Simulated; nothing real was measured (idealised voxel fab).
process module | voxel plated lines
cross-section cut | 200 nm wide | cells 5 nm
A cross-section is a grid of square cells, given in bands from the top down. A band is one or more rows of cells.
Each band's line starts with the height of the band's top and of its bottom, in nm. Then come its materials from left to right, each with its width in nm. One material with "throughout" fills the band from edge to edge. "air" is empty space.
Height 0 is the level under which the wafer as received is all one material. The lowest band goes on downwards, as in "0 down".
A width such as "30 to 40" changes by the same amount from each row of cells to the next, from the band's top row to its bottom row.
"no change" after a step means that no cell of the cross-section changed.
closed voids: empty space of 8 cells or more with no open way to the top, each as width x height at its distance from the left edge, in nm
after a step's settings: what the simulator itself notes on the step
overlay nm, on a step with a mask: how far to the right of its planned place the mask lay; to the left if negative
plan
1 op RECEIVE | material Si
2 op CONFORMAL_DEP | material Al2O3 | thk nm 10
3 op DIRECTIONAL_DEP | material TiN | thk nm 5
4 op PATTERN | tone open | mask id LINES | material resist | width nm 25 | pitch nm 55 | thk nm 35 | overlay nm 0
5 op EPI | material Ru | thk nm 10
6 op EPI | material Ru | thk nm 5
7 op EPI | material Ru | thk nm 5
8 op STRIP | etch materials resist
9 op DIRECTIONAL_ETCH | etch materials TiN | depth nm 5
10 op CONFORMAL_DEP | material SiN | thk nm 10
first wafer, as planned
as received, after step 1
  0 down: Si throughout
  closed voids: none
after step 2
  10 to 0: Al2O3 throughout
  below 0: unchanged
after step 3
  15 to 10: TiN throughout
  below 10: unchanged
after step 4
  50 to 15: resist 60 | air 25 | resist 30 | air 25 | resist 60
  below 15: unchanged
after step 5
  50 to 25: resist 60 | air 25 | resist 30 | air 25 | resist 60
  25 to 15: resist 60 | Ru 25 | resist 30 | Ru 25 | resist 60
  below 15: unchanged
after step 6
  50 to 30: resist 60 | air 25 | resist 30 | air 25 | resist 60
  30 to 15: resist 60 | Ru 25 | resist 30 | Ru 25 | resist 60
  below 15: unchanged
after step 7
  50 to 35: resist 60 | air 25 | resist 30 | air 25 | resist 60
  35 to 15: resist 60 | Ru 25 | resist 30 | Ru 25 | resist 60
  below 15: unchanged
after step 8
  35 to 15: air 60 | Ru 25 | air 30 | Ru 25 | air 60
  below 15: unchanged
after step 9
  35 to 15: air 60 | Ru 25 | air 30 | Ru 25 | air 60
  15 to 10: air 60 | TiN 25 | air 30 | TiN 25 | air 60
  below 10: unchanged
after step 10
  45 to 35: air 50 | SiN 45 | air 10 | SiN 45 | air 50
  35 to 20: air 50 | SiN 10 | Ru 25 | SiN 10 | air 10 | SiN 10 | Ru 25 | SiN 10 | air 50
  20 to 15: SiN 60 | Ru 25 | SiN 30 | Ru 25 | SiN 60
  15 to 10: SiN 60 | TiN 25 | SiN 30 | TiN 25 | SiN 60
  below 10: unchanged
second wafer: like start, like plan, one mistake. Through step 1 it matches the first wafer
when step 2 should have ended
  5 to 0: Al2O3 throughout
  below 0: unchanged
when step 3 should have ended
  10 to 5: TiN throughout
  below 5: unchanged
when step 4 should have ended
  45 to 10: resist 60 | air 25 | resist 30 | air 25 | resist 60
  below 10: unchanged
when step 5 should have ended
  45 to 20: resist 60 | air 25 | resist 30 | air 25 | resist 60
  20 to 10: resist 60 | Ru 25 | resist 30 | Ru 25 | resist 60
  below 10: unchanged
when step 6 should have ended
  45 to 25: resist 60 | air 25 | resist 30 | air 25 | resist 60
  25 to 10: resist 60 | Ru 25 | resist 30 | Ru 25 | resist 60
  below 10: unchanged
when step 7 should have ended
  45 to 30: resist 60 | air 25 | resist 30 | air 25 | resist 60
  30 to 10: resist 60 | Ru 25 | resist 30 | Ru 25 | resist 60
  below 10: unchanged
when step 8 should have ended
  30 to 10: air 60 | Ru 25 | air 30 | Ru 25 | air 60
  below 10: unchanged
when step 9 should have ended
  30 to 10: air 60 | Ru 25 | air 30 | Ru 25 | air 60
  10 to 5: air 60 | TiN 25 | air 30 | TiN 25 | air 60
  below 5: unchanged
when step 10 should have ended
  40 to 30: air 50 | SiN 45 | air 10 | SiN 45 | air 50
  30 to 15: air 50 | SiN 10 | Ru 25 | SiN 10 | air 10 | SiN 10 | Ru 25 | SiN 10 | air 50
  15 to 10: SiN 60 | Ru 25 | SiN 30 | Ru 25 | SiN 60
  10 to 5: SiN 60 | TiN 25 | SiN 30 | TiN 25 | SiN 60
  below 5: unchanged
what went wrong: step 2 ran as: op CONFORMAL_DEP | material Al2O3 | thk nm 5
at the end the second wafer has, in cells: 40 fewer of Al2O3
